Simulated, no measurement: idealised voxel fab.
process module | voxel wiring stack
cross-section cut | 210 nm wide | cells 5 nm
A cross-section is a grid of square cells, given in bands from the top down. A band is one or more rows of cells.
Each band's line starts with the height of the band's top and of its bottom, in nm. Then come its materials from left to right, each with its width in nm. One material with "throughout" fills the band from edge to edge. "air" is empty space.
Height 0 is the level under which the wafer as received is all one material. The lowest band goes on downwards, as in "0 down".
A width such as "30 to 40" changes by the same amount from each row of cells to the next, from the band's top row to its bottom row.
"no change" after a step means that no cell of the cross-section changed.
closed voids: empty space of 8 cells or more with no open way to the top, each as width x height at its distance from the left edge, in nm
after a step's settings: what the simulator itself notes on the step
overlay nm, on a step with a mask: how far to the right of its planned place the mask lay; to the left if negative
plan
1 op RECEIVE | material Si
2 op CONFORMAL_DEP | material SiO2 | thk nm 10
3 op CONFORMAL_DEP | material SiN | thk nm 5
4 op DIRECTIONAL_DEP | material SiO2 | thk nm 25
5 op DIRECTIONAL_DEP | material aC | thk nm 10
6 op PATTERN | tone open | mask id METAL_1 | material resist | width nm 25 | pitch nm 50 | thk nm 30 | overlay nm 0
7 op DIRECTIONAL_ETCH | etch materials aC | depth nm 10
8 op STRIP | etch materials resist
9 op DIRECTIONAL_ETCH | etch materials SiO2 | depth nm 25
10 op DIRECTIONAL_ETCH | etch materials SiN | depth nm 5
11 op STRIP | etch materials aC
12 op CONFORMAL_DEP | material TiN | thk nm 5
13 op FILL_DEP | material Cu | thk nm 5
14 op CMP | height nm 40
15 op CONFORMAL_DEP | material SiCN | thk nm 5
16 op DIRECTIONAL_DEP | material SiO2 | thk nm 25
17 op MASKED_ETCH | tone open | mask id METAL_2_HOLES | width nm 15 | pitch nm 50 | etch materials SiO2 | depth nm 25 | overlay nm 0
18 op MASKED_ETCH | tone open | mask id METAL_2 | width nm 25 | pitch nm 50 | etch materials SiO2 | depth nm 15 | overlay nm 0
19 op MASKED_ETCH | tone open | mask id METAL_2 | width nm 25 | pitch nm 50 | etch materials SiCN | depth nm 5 | overlay nm 0
20 op CONFORMAL_DEP | material TiN | thk nm 5
21 op FILL_DEP | material Cu | thk nm 10
22 op CMP | height nm 70
23 op CONFORMAL_DEP | material SiCN | thk nm 5
24 op DIRECTIONAL_DEP | material lowk | thk nm 35
25 op PATTERN | tone open | mask id METAL_3 | material resist | width nm 25 | pitch nm 50 | thk nm 15 | overlay nm 0
26 op DIRECTIONAL_ETCH | etch materials lowk | depth nm 20
27 op STRIP | etch materials resist
28 op DIRECTIONAL_DEP | material aC | thk nm 15
29 op PATTERN | tone open | mask id METAL_3_HOLES | material resist | width nm 15 | pitch nm 50 | thk nm 35 | overlay nm 0
30 op DIRECTIONAL_ETCH | etch materials aC | depth nm 15
31 op STRIP | etch materials resist
32 op DIRECTIONAL_ETCH | etch materials lowk | depth nm 15
33 op DIRECTIONAL_ETCH | etch materials SiCN | depth nm 5
34 op STRIP | etch materials aC
35 op CONFORMAL_DEP | material TiN | thk nm 5
36 op FILL_DEP | material Cu | thk nm 5
37 op CMP | height nm 110
38 op CONFORMAL_DEP | material SiN | thk nm 5
first wafer, as planned
as received, after step 1
  0 down: Si throughout
  closed voids: none
after step 2
  10 to 0: SiO2 throughout
  below 0: unchanged
after step 3
  15 to 10: SiN throughout
  below 10: unchanged
after step 4
  40 to 15: SiO2 throughout
  below 15: unchanged
after step 5
  50 to 40: aC throughout
  below 40: unchanged
after step 6
  80 to 50: resist 15 | air 25 | resist 25 | air 25 | resist 25 | air 25 | resist 25 | air 25 | resist 20
  below 50: unchanged
after step 7
  70 to 50: resist 15 | air 25 | resist 25 | air 25 | resist 25 | air 25 | resist 25 | air 25 | resist 20
  50 to 40: aC 15 | air 25 | aC 25 | air 25 | aC 25 | air 25 | aC 25 | air 25 | aC 20
  below 40: unchanged
after step 8
  50 to 40: aC 15 | air 25 | aC 25 | air 25 | aC 25 | air 25 | aC 25 | air 25 | aC 20
  below 40: unchanged
after step 9
  50 to 40: aC 15 | air 25 | aC 25 | air 25 | aC 25 | air 25 | aC 25 | air 25 | aC 20
  40 to 15: SiO2 15 | air 25 | SiO2 25 | air 25 | SiO2 25 | air 25 | SiO2 25 | air 25 | SiO2 20
  below 15: unchanged
after step 10
  50 to 40: aC 15 | air 25 | aC 25 | air 25 | aC 25 | air 25 | aC 25 | air 25 | aC 20
  40 to 15: SiO2 15 | air 25 | SiO2 25 | air 25 | SiO2 25 | air 25 | SiO2 25 | air 25 | SiO2 20
  15 to 10: SiN 15 | air 25 | SiN 25 | air 25 | SiN 25 | air 25 | SiN 25 | air 25 | SiN 20
  below 10: unchanged
after step 11
  40 to 15: SiO2 15 | air 25 | SiO2 25 | air 25 | SiO2 25 | air 25 | SiO2 25 | air 25 | SiO2 20
  below 15: unchanged
after step 12
  45 to 40: TiN 20 | air 15 | TiN 35 | air 15 | TiN 35 | air 15 | TiN 35 | air 15 | TiN 25
  40 to 15: SiO2 15 | TiN 5 | air 15 | TiN 5 | SiO2 25 | TiN 5 | air 15 | TiN 5 | SiO2 25 | TiN 5 | air 15 | TiN 5 | SiO2 25 | TiN 5 | air 15 | TiN 5 | SiO2 20
  15 to 10: SiN 15 | TiN 25 | SiN 25 | TiN 25 | SiN 25 | TiN 25 | SiN 25 | TiN 25 | SiN 20
  below 10: unchanged
after step 13
  50 to 45: Cu throughout
  45 to 40: TiN 20 | Cu 15 | TiN 35 | Cu 15 | TiN 35 | Cu 15 | TiN 35 | Cu 15 | TiN 25
  40 to 15: SiO2 15 | TiN 5 | Cu 15 | TiN 5 | SiO2 25 | TiN 5 | Cu 15 | TiN 5 | SiO2 25 | TiN 5 | Cu 15 | TiN 5 | SiO2 25 | TiN 5 | Cu 15 | TiN 5 | SiO2 20
  below 15: unchanged
after step 14
  40 to 15: SiO2 15 | TiN 5 | Cu 15 | TiN 5 | SiO2 25 | TiN 5 | Cu 15 | TiN 5 | SiO2 25 | TiN 5 | Cu 15 | TiN 5 | SiO2 25 | TiN 5 | Cu 15 | TiN 5 | SiO2 20
  below 15: unchanged
after step 15
  45 to 40: SiCN throughout
  below 40: unchanged
after step 16
  70 to 45: SiO2 throughout
  below 45: unchanged
after step 17
  70 to 45: SiO2 15 | air 15 | SiO2 35 | air 15 | SiO2 35 | air 15 | SiO2 35 | air 15 | SiO2 30
  below 45: unchanged
after step 18
  70 to 55: SiO2 15 | air 25 | SiO2 25 | air 25 | SiO2 25 | air 25 | SiO2 25 | air 25 | SiO2 20
  below 55: unchanged
after step 19
  70 to 55: SiO2 15 | air 25 | SiO2 25 | air 25 | SiO2 25 | air 25 | SiO2 25 | air 25 | SiO2 20
  55 to 45: SiO2 15 | air 15 | SiO2 35 | air 15 | SiO2 35 | air 15 | SiO2 35 | air 15 | SiO2 30
  45 to 40: SiCN 15 | air 15 | SiCN 35 | air 15 | SiCN 35 | air 15 | SiCN 35 | air 15 | SiCN 30
  below 40: unchanged
after step 20
  75 to 70: TiN 20 | air 15 | TiN 35 | air 15 | TiN 35 | air 15 | TiN 35 | air 15 | TiN 25
  70 to 60: SiO2 15 | TiN 5 | air 15 | TiN 5 | SiO2 25 | TiN 5 | air 15 | TiN 5 | SiO2 25 | TiN 5 | air 15 | TiN 5 | SiO2 25 | TiN 5 | air 15 | TiN 5 | SiO2 20
  60 to 55: SiO2 15 | TiN 5 | air 5 | TiN 15 | SiO2 25 | TiN 5 | air 5 | TiN 15 | SiO2 25 | TiN 5 | air 5 | TiN 15 | SiO2 25 | TiN 5 | air 5 | TiN 15 | SiO2 20
  55 to 45: SiO2 15 | TiN 5 | air 5 | TiN 5 | SiO2 35 | TiN 5 | air 5 | TiN 5 | SiO2 35 | TiN 5 | air 5 | TiN 5 | SiO2 35 | TiN 5 | air 5 | TiN 5 | SiO2 30
  45 to 40: SiCN 15 | TiN 15 | SiCN 35 | TiN 15 | SiCN 35 | TiN 15 | SiCN 35 | TiN 15 | SiCN 30
  below 40: unchanged
after step 21
  85 to 75: Cu throughout
  75 to 70: TiN 20 | Cu 15 | TiN 35 | Cu 15 | TiN 35 | Cu 15 | TiN 35 | Cu 15 | TiN 25
  70 to 60: SiO2 15 | TiN 5 | Cu 15 | TiN 5 | SiO2 25 | TiN 5 | Cu 15 | TiN 5 | SiO2 25 | TiN 5 | Cu 15 | TiN 5 | SiO2 25 | TiN 5 | Cu 15 | TiN 5 | SiO2 20
  60 to 55: SiO2 15 | TiN 5 | Cu 5 | TiN 15 | SiO2 25 | TiN 5 | Cu 5 | TiN 15 | SiO2 25 | TiN 5 | Cu 5 | TiN 15 | SiO2 25 | TiN 5 | Cu 5 | TiN 15 | SiO2 20
  55 to 45: SiO2 15 | TiN 5 | Cu 5 | TiN 5 | SiO2 35 | TiN 5 | Cu 5 | TiN 5 | SiO2 35 | TiN 5 | Cu 5 | TiN 5 | SiO2 35 | TiN 5 | Cu 5 | TiN 5 | SiO2 30
  below 45: unchanged
after step 22
  70 to 60: SiO2 15 | TiN 5 | Cu 15 | TiN 5 | SiO2 25 | TiN 5 | Cu 15 | TiN 5 | SiO2 25 | TiN 5 | Cu 15 | TiN 5 | SiO2 25 | TiN 5 | Cu 15 | TiN 5 | SiO2 20
  below 60: unchanged
after step 23
  75 to 70: SiCN throughout
  below 70: unchanged
after step 24
  110 to 75: lowk throughout
  below 75: unchanged
after step 25
  125 to 110: resist 15 | air 25 | resist 25 | air 25 | resist 25 | air 25 | resist 25 | air 25 | resist 20
  below 110: unchanged
after step 26
  125 to 110: resist 15 | air 25 | resist 25 | air 25 | resist 25 | air 25 | resist 25 | air 25 | resist 20
  110 to 90: lowk 15 | air 25 | lowk 25 | air 25 | lowk 25 | air 25 | lowk 25 | air 25 | lowk 20
  below 90: unchanged
after step 27
  110 to 90: lowk 15 | air 25 | lowk 25 | air 25 | lowk 25 | air 25 | lowk 25 | air 25 | lowk 20
  below 90: unchanged
after step 28
  125 to 110: aC 15 | air 25 | aC 25 | air 25 | aC 25 | air 25 | aC 25 | air 25 | aC 20
  110 to 105: lowk 15 | air 25 | lowk 25 | air 25 | lowk 25 | air 25 | lowk 25 | air 25 | lowk 20
  105 to 90: lowk 15 | aC 25 | lowk 25 | aC 25 | lowk 25 | aC 25 | lowk 25 | aC 25 | lowk 20
  below 90: unchanged
after step 29
  160 to 125: resist 15 | air 15 | resist 35 | air 15 | resist 35 | air 15 | resist 35 | air 15 | resist 30
  125 to 110: aC 15 | air 15 | resist 10 | aC 25 | air 15 | resist 10 | aC 25 | air 15 | resist 10 | aC 25 | air 15 | resist 10 | aC 20
  110 to 105: lowk 15 | air 15 | resist 10 | lowk 25 | air 15 | resist 10 | lowk 25 | air 15 | resist 10 | lowk 25 | air 15 | resist 10 | lowk 20
  below 105: unchanged
after step 30
  145 to 125: resist 15 | air 15 | resist 35 | air 15 | resist 35 | air 15 | resist 35 | air 15 | resist 30
  125 to 110: aC 15 | air 15 | resist 10 | aC 25 | air 15 | resist 10 | aC 25 | air 15 | resist 10 | aC 25 | air 15 | resist 10 | aC 20
  110 to 105: lowk 15 | air 15 | resist 10 | lowk 25 | air 15 | resist 10 | lowk 25 | air 15 | resist 10 | lowk 25 | air 15 | resist 10 | lowk 20
  105 to 90: lowk 15 | air 15 | aC 10 | lowk 25 | air 15 | aC 10 | lowk 25 | air 15 | aC 10 | lowk 25 | air 15 | aC 10 | lowk 20
  below 90: unchanged
after step 31
  125 to 110: aC 15 | air 25 | aC 25 | air 25 | aC 25 | air 25 | aC 25 | air 25 | aC 20
  110 to 105: lowk 15 | air 25 | lowk 25 | air 25 | lowk 25 | air 25 | lowk 25 | air 25 | lowk 20
  below 105: unchanged
after step 32
  125 to 110: aC 15 | air 25 | aC 25 | air 25 | aC 25 | air 25 | aC 25 | air 25 | aC 20
  110 to 105: lowk 15 | air 25 | lowk 25 | air 25 | lowk 25 | air 25 | lowk 25 | air 25 | lowk 20
  105 to 90: lowk 15 | air 15 | aC 10 | lowk 25 | air 15 | aC 10 | lowk 25 | air 15 | aC 10 | lowk 25 | air 15 | aC 10 | lowk 20
  90 to 75: lowk 15 | air 15 | lowk 35 | air 15 | lowk 35 | air 15 | lowk 35 | air 15 | lowk 30
  below 75: unchanged
after step 33
  125 to 110: aC 15 | air 25 | aC 25 | air 25 | aC 25 | air 25 | aC 25 | air 25 | aC 20
  110 to 105: lowk 15 | air 25 | lowk 25 | air 25 | lowk 25 | air 25 | lowk 25 | air 25 | lowk 20
  105 to 90: lowk 15 | air 15 | aC 10 | lowk 25 | air 15 | aC 10 | lowk 25 | air 15 | aC 10 | lowk 25 | air 15 | aC 10 | lowk 20
  90 to 75: lowk 15 | air 15 | lowk 35 | air 15 | lowk 35 | air 15 | lowk 35 | air 15 | lowk 30
  75 to 70: SiCN 15 | air 15 | SiCN 35 | air 15 | SiCN 35 | air 15 | SiCN 35 | air 15 | SiCN 30
  below 70: unchanged
after step 34
  110 to 90: lowk 15 | air 25 | lowk 25 | air 25 | lowk 25 | air 25 | lowk 25 | air 25 | lowk 20
  below 90: unchanged
after step 35
  115 to 110: TiN 20 | air 15 | TiN 35 | air 15 | TiN 35 | air 15 | TiN 35 | air 15 | TiN 25
  110 to 95: lowk 15 | TiN 5 | air 15 | TiN 5 | lowk 25 | TiN 5 | air 15 | TiN 5 | lowk 25 | TiN 5 | air 15 | TiN 5 | lowk 25 | TiN 5 | air 15 | TiN 5 | lowk 20
  95 to 90: lowk 15 | TiN 5 | air 5 | TiN 15 | lowk 25 | TiN 5 | air 5 | TiN 15 | lowk 25 | TiN 5 | air 5 | TiN 15 | lowk 25 | TiN 5 | air 5 | TiN 15 | lowk 20
  90 to 75: lowk 15 | TiN 5 | air 5 | TiN 5 | lowk 35 | TiN 5 | air 5 | TiN 5 | lowk 35 | TiN 5 | air 5 | TiN 5 | lowk 35 | TiN 5 | air 5 | TiN 5 | lowk 30
  75 to 70: SiCN 15 | TiN 15 | SiCN 35 | TiN 15 | SiCN 35 | TiN 15 | SiCN 35 | TiN 15 | SiCN 30
  below 70: unchanged
after step 36
  120 to 115: Cu throughout
  115 to 110: TiN 20 | Cu 15 | TiN 35 | Cu 15 | TiN 35 | Cu 15 | TiN 35 | Cu 15 | TiN 25
  110 to 95: lowk 15 | TiN 5 | Cu 15 | TiN 5 | lowk 25 | TiN 5 | Cu 15 | TiN 5 | lowk 25 | TiN 5 | Cu 15 | TiN 5 | lowk 25 | TiN 5 | Cu 15 | TiN 5 | lowk 20
  95 to 90: lowk 15 | TiN 5 | Cu 5 | TiN 15 | lowk 25 | TiN 5 | Cu 5 | TiN 15 | lowk 25 | TiN 5 | Cu 5 | TiN 15 | lowk 25 | TiN 5 | Cu 5 | TiN 15 | lowk 20
  90 to 75: lowk 15 | TiN 5 | Cu 5 | TiN 5 | lowk 35 | TiN 5 | Cu 5 | TiN 5 | lowk 35 | TiN 5 | Cu 5 | TiN 5 | lowk 35 | TiN 5 | Cu 5 | TiN 5 | lowk 30
  below 75: unchanged
after step 37
  110 to 95: lowk 15 | TiN 5 | Cu 15 | TiN 5 | lowk 25 | TiN 5 | Cu 15 | TiN 5 | lowk 25 | TiN 5 | Cu 15 | TiN 5 | lowk 25 | TiN 5 | Cu 15 | TiN 5 | lowk 20
  below 95: unchanged
after step 38
  115 to 110: SiN throughout
  below 110: unchanged
second wafer: like start, like plan, one mistake. Through step 17 it matches the first wafer
when step 18 should have ended
  70 to 55: air 30 | SiO2 10 | air 40 | SiO2 10 | air 40 | SiO2 10 | air 40 | SiO2 10 | air 20
  below 55: unchanged
when step 19 should have ended
  70 to 55: air 30 | SiO2 10 | air 40 | SiO2 10 | air 40 | SiO2 10 | air 40 | SiO2 10 | air 20
  55 to 45: SiO2 15 | air 15 | SiO2 35 | air 15 | SiO2 35 | air 15 | SiO2 35 | air 15 | SiO2 30
  45 to 40: SiCN 15 | air 15 | SiCN 35 | air 15 | SiCN 35 | air 15 | SiCN 35 | air 15 | SiCN 30
  below 40: unchanged
when step 20 should have ended
  75 to 70: air 25 | TiN 20 | air 30 | TiN 20 | air 30 | TiN 20 | air 30 | TiN 20 | air 15
  70 to 60: air 25 | TiN 5 | SiO2 10 | TiN 5 | air 30 | TiN 5 | SiO2 10 | TiN 5 | air 30 | TiN 5 | SiO2 10 | TiN 5 | air 30 | TiN 5 | SiO2 10 | TiN 5 | air 15
  60 to 55: TiN 20 | air 5 | TiN 5 | SiO2 10 | TiN 30 | air 5 | TiN 5 | SiO2 10 | TiN 30 | air 5 | TiN 5 | SiO2 10 | TiN 30 | air 5 | TiN 5 | SiO2 10 | TiN 20
  55 to 45: SiO2 15 | TiN 5 | air 5 | TiN 5 | SiO2 35 | TiN 5 | air 5 | TiN 5 | SiO2 35 | TiN 5 | air 5 | TiN 5 | SiO2 35 | TiN 5 | air 5 | TiN 5 | SiO2 30
  45 to 40: SiCN 15 | TiN 15 | SiCN 35 | TiN 15 | SiCN 35 | TiN 15 | SiCN 35 | TiN 15 | SiCN 30
  below 40: unchanged
when step 21 should have ended
  85 to 75: Cu throughout
  75 to 70: Cu 25 | TiN 20 | Cu 30 | TiN 20 | Cu 30 | TiN 20 | Cu 30 | TiN 20 | Cu 15
  70 to 60: Cu 25 | TiN 5 | SiO2 10 | TiN 5 | Cu 30 | TiN 5 | SiO2 10 | TiN 5 | Cu 30 | TiN 5 | SiO2 10 | TiN 5 | Cu 30 | TiN 5 | SiO2 10 | TiN 5 | Cu 15
  60 to 55: TiN 20 | Cu 5 | TiN 5 | SiO2 10 | TiN 30 | Cu 5 | TiN 5 | SiO2 10 | TiN 30 | Cu 5 | TiN 5 | SiO2 10 | TiN 30 | Cu 5 | TiN 5 | SiO2 10 | TiN 20
  55 to 45: SiO2 15 | TiN 5 | Cu 5 | TiN 5 | SiO2 35 | TiN 5 | Cu 5 | TiN 5 | SiO2 35 | TiN 5 | Cu 5 | TiN 5 | SiO2 35 | TiN 5 | Cu 5 | TiN 5 | SiO2 30
  below 45: unchanged
when step 22 should have ended
  70 to 60: Cu 25 | TiN 5 | SiO2 10 | TiN 5 | Cu 30 | TiN 5 | SiO2 10 | TiN 5 | Cu 30 | TiN 5 | SiO2 10 | TiN 5 | Cu 30 | TiN 5 | SiO2 10 | TiN 5 | Cu 15
  below 60: unchanged
when step 23 should have ended
  75 to 70: SiCN throughout
  below 70: unchanged
when step 24 should have ended
  110 to 75: lowk throughout
  below 75: unchanged
when step 25 should have ended
  125 to 110: resist 15 | air 25 | resist 25 | air 25 | resist 25 | air 25 | resist 25 | air 25 | resist 20
  below 110: unchanged
when step 26 should have ended
  125 to 110: resist 15 | air 25 | resist 25 | air 25 | resist 25 | air 25 | resist 25 | air 25 | resist 20
  110 to 90: lowk 15 | air 25 | lowk 25 | air 25 | lowk 25 | air 25 | lowk 25 | air 25 | lowk 20
  below 90: unchanged
when step 27 should have ended
  110 to 90: lowk 15 | air 25 | lowk 25 | air 25 | lowk 25 | air 25 | lowk 25 | air 25 | lowk 20
  below 90: unchanged
when step 28 should have ended
  125 to 110: aC 15 | air 25 | aC 25 | air 25 | aC 25 | air 25 | aC 25 | air 25 | aC 20
  110 to 105: lowk 15 | air 25 | lowk 25 | air 25 | lowk 25 | air 25 | lowk 25 | air 25 | lowk 20
  105 to 90: lowk 15 | aC 25 | lowk 25 | aC 25 | lowk 25 | aC 25 | lowk 25 | aC 25 | lowk 20
  below 90: unchanged
when step 29 should have ended
  160 to 125: resist 15 | air 15 | resist 35 | air 15 | resist 35 | air 15 | resist 35 | air 15 | resist 30
  125 to 110: aC 15 | air 15 | resist 10 | aC 25 | air 15 | resist 10 | aC 25 | air 15 | resist 10 | aC 25 | air 15 | resist 10 | aC 20
  110 to 105: lowk 15 | air 15 | resist 10 | lowk 25 | air 15 | resist 10 | lowk 25 | air 15 | resist 10 | lowk 25 | air 15 | resist 10 | lowk 20
  below 105: unchanged
when step 30 should have ended
  145 to 125: resist 15 | air 15 | resist 35 | air 15 | resist 35 | air 15 | resist 35 | air 15 | resist 30
  125 to 110: aC 15 | air 15 | resist 10 | aC 25 | air 15 | resist 10 | aC 25 | air 15 | resist 10 | aC 25 | air 15 | resist 10 | aC 20
  110 to 105: lowk 15 | air 15 | resist 10 | lowk 25 | air 15 | resist 10 | lowk 25 | air 15 | resist 10 | lowk 25 | air 15 | resist 10 | lowk 20
  105 to 90: lowk 15 | air 15 | aC 10 | lowk 25 | air 15 | aC 10 | lowk 25 | air 15 | aC 10 | lowk 25 | air 15 | aC 10 | lowk 20
  below 90: unchanged
when step 31 should have ended
  125 to 110: aC 15 | air 25 | aC 25 | air 25 | aC 25 | air 25 | aC 25 | air 25 | aC 20
  110 to 105: lowk 15 | air 25 | lowk 25 | air 25 | lowk 25 | air 25 | lowk 25 | air 25 | lowk 20
  below 105: unchanged
when step 32 should have ended
  125 to 110: aC 15 | air 25 | aC 25 | air 25 | aC 25 | air 25 | aC 25 | air 25 | aC 20
  110 to 105: lowk 15 | air 25 | lowk 25 | air 25 | lowk 25 | air 25 | lowk 25 | air 25 | lowk 20
  105 to 90: lowk 15 | air 15 | aC 10 | lowk 25 | air 15 | aC 10 | lowk 25 | air 15 | aC 10 | lowk 25 | air 15 | aC 10 | lowk 20
  90 to 75: lowk 15 | air 15 | lowk 35 | air 15 | lowk 35 | air 15 | lowk 35 | air 15 | lowk 30
  below 75: unchanged
when step 33 should have ended
  125 to 110: aC 15 | air 25 | aC 25 | air 25 | aC 25 | air 25 | aC 25 | air 25 | aC 20
  110 to 105: lowk 15 | air 25 | lowk 25 | air 25 | lowk 25 | air 25 | lowk 25 | air 25 | lowk 20
  105 to 90: lowk 15 | air 15 | aC 10 | lowk 25 | air 15 | aC 10 | lowk 25 | air 15 | aC 10 | lowk 25 | air 15 | aC 10 | lowk 20
  90 to 75: lowk 15 | air 15 | lowk 35 | air 15 | lowk 35 | air 15 | lowk 35 | air 15 | lowk 30
  75 to 70: SiCN 15 | air 15 | SiCN 35 | air 15 | SiCN 35 | air 15 | SiCN 35 | air 15 | SiCN 30
  below 70: unchanged
when step 34 should have ended
  110 to 90: lowk 15 | air 25 | lowk 25 | air 25 | lowk 25 | air 25 | lowk 25 | air 25 | lowk 20
  below 90: unchanged
when step 35 should have ended
  115 to 110: TiN 20 | air 15 | TiN 35 | air 15 | TiN 35 | air 15 | TiN 35 | air 15 | TiN 25
  110 to 95: lowk 15 | TiN 5 | air 15 | TiN 5 | lowk 25 | TiN 5 | air 15 | TiN 5 | lowk 25 | TiN 5 | air 15 | TiN 5 | lowk 25 | TiN 5 | air 15 | TiN 5 | lowk 20
  95 to 90: lowk 15 | TiN 5 | air 5 | TiN 15 | lowk 25 | TiN 5 | air 5 | TiN 15 | lowk 25 | TiN 5 | air 5 | TiN 15 | lowk 25 | TiN 5 | air 5 | TiN 15 | lowk 20
  90 to 75: lowk 15 | TiN 5 | air 5 | TiN 5 | lowk 35 | TiN 5 | air 5 | TiN 5 | lowk 35 | TiN 5 | air 5 | TiN 5 | lowk 35 | TiN 5 | air 5 | TiN 5 | lowk 30
  75 to 70: SiCN 15 | TiN 15 | SiCN 35 | TiN 15 | SiCN 35 | TiN 15 | SiCN 35 | TiN 15 | SiCN 30
  below 70: unchanged
when step 36 should have ended
  120 to 115: Cu throughout
  115 to 110: TiN 20 | Cu 15 | TiN 35 | Cu 15 | TiN 35 | Cu 15 | TiN 35 | Cu 15 | TiN 25
  110 to 95: lowk 15 | TiN 5 | Cu 15 | TiN 5 | lowk 25 | TiN 5 | Cu 15 | TiN 5 | lowk 25 | TiN 5 | Cu 15 | TiN 5 | lowk 25 | TiN 5 | Cu 15 | TiN 5 | lowk 20
  95 to 90: lowk 15 | TiN 5 | Cu 5 | TiN 15 | lowk 25 | TiN 5 | Cu 5 | TiN 15 | lowk 25 | TiN 5 | Cu 5 | TiN 15 | lowk 25 | TiN 5 | Cu 5 | TiN 15 | lowk 20
  90 to 75: lowk 15 | TiN 5 | Cu 5 | TiN 5 | lowk 35 | TiN 5 | Cu 5 | TiN 5 | lowk 35 | TiN 5 | Cu 5 | TiN 5 | lowk 35 | TiN 5 | Cu 5 | TiN 5 | lowk 30
  below 75: unchanged
when step 37 should have ended
  110 to 95: lowk 15 | TiN 5 | Cu 15 | TiN 5 | lowk 25 | TiN 5 | Cu 15 | TiN 5 | lowk 25 | TiN 5 | Cu 15 | TiN 5 | lowk 25 | TiN 5 | Cu 15 | TiN 5 | lowk 20
  below 95: unchanged
when step 38 should have ended
  115 to 110: SiN throughout
  below 110: unchanged
what went wrong: step 18 ran as: op MASKED_ETCH | tone cover | mask id METAL_2 | width nm 25 | pitch nm 50 | etch materials SiO2 | depth nm 15 | overlay nm 0
at the end the second wafer has, in cells: 28 more of Cu | 42 fewer of SiO2 | 14 more of TiN
